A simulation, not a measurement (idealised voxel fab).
This is a process module. Its name is voxel lift off.
Square cells of 5 nm make up the cross-section cut, whose width is 235 nm.
Think of the cross-section as a grid of square cells. We describe it in bands, top to bottom, and each band covers one or more rows of those cells.
What a band's entry tells you: where the top is and where the bottom is, as heights in nm, and after that what lies inside, material by material from left to right, each with its width in nm. Empty space is written as the word "air", and a single material marked with the word "full width" occupies the band from edge to edge.
Heights are expressed relative to 0, this being the level below which the as-received wafer comprises one material exclusively. The lowest band is unbounded in the downward direction and is denoted as in "z 0 and below".
A width given as "30 to 40" starts at the first number in the band's top row and ends at the second number in its bottom row, shifting by an equal amount at every step from row to row.
Any step labelled "all unchanged" changed none of the cells in the cross-section.
"Unvented cavities" means: voids of 8 cells or more that are shut off from the top with no open way through. Written width x height at distance, distance from the left edge, in nm.
It should be noted that, on the line of a given step, the content following the step's settings is a remark produced by the simulator itself with respect to that step.
"overlay nm" denotes, for a step that has a mask, the displacement of the mask to the right of its planned place, with negative values corresponding to the left.

The following list gives the planned process steps
| 1 | RECEIVE with material Si |
| 2 | CONFORMAL_DEP with material SiN, thk nm 15 |
| 3 | PATTERN with tone open, mask id LINES, material resist, width nm 15, pitch nm 30, thk nm 20, overlay nm 0 |
| 4 | DIRECTIONAL_DEP with material Ru, thk nm 10 |
| 5 | STRIP with etch materials resist |
| 6 | CONFORMAL_DEP with material SiCN, thk nm 10 |

Shown in cross-section is the wafer as received, that is, as it stands after step 1
    z 0 and below | Si full width
    Unvented cavities: none

Wafer cross-section at module end: first of two, run to plan
    z 35 to 25 | 70 air  95 SiCN  70 air
    z 25 to 15 | 80 SiCN  15 Ru  15 SiCN  15 Ru  15 SiCN  15 Ru  80 SiCN
    z 15 to 0 | SiN full width
    z 0 and below | Si full width
    Unvented cavities: none

Here is the second of the two wafers cut open at the end of the module - same start, same plan as the first one, but we made one mistake running it
    z 35 to 25 | 70 air  95 SiCN  70 air
    z 25 to 15 | 80 SiCN  15 SiN  15 SiCN  15 SiN  15 SiCN  15 SiN  80 SiCN
    z 15 to 0 | SiN full width
    z 0 and below | Si full width
    Unvented cavities: none
Error vs. plan: the process deviated at step 4: the operation and settings actually run there were DIRECTIONAL_DEP with material SiN, thk nm 10
Upon completion, the second wafer contains, in terms of cells, a greater or smaller amount of certain materials than the first wafer: Ru -18, SiN +18
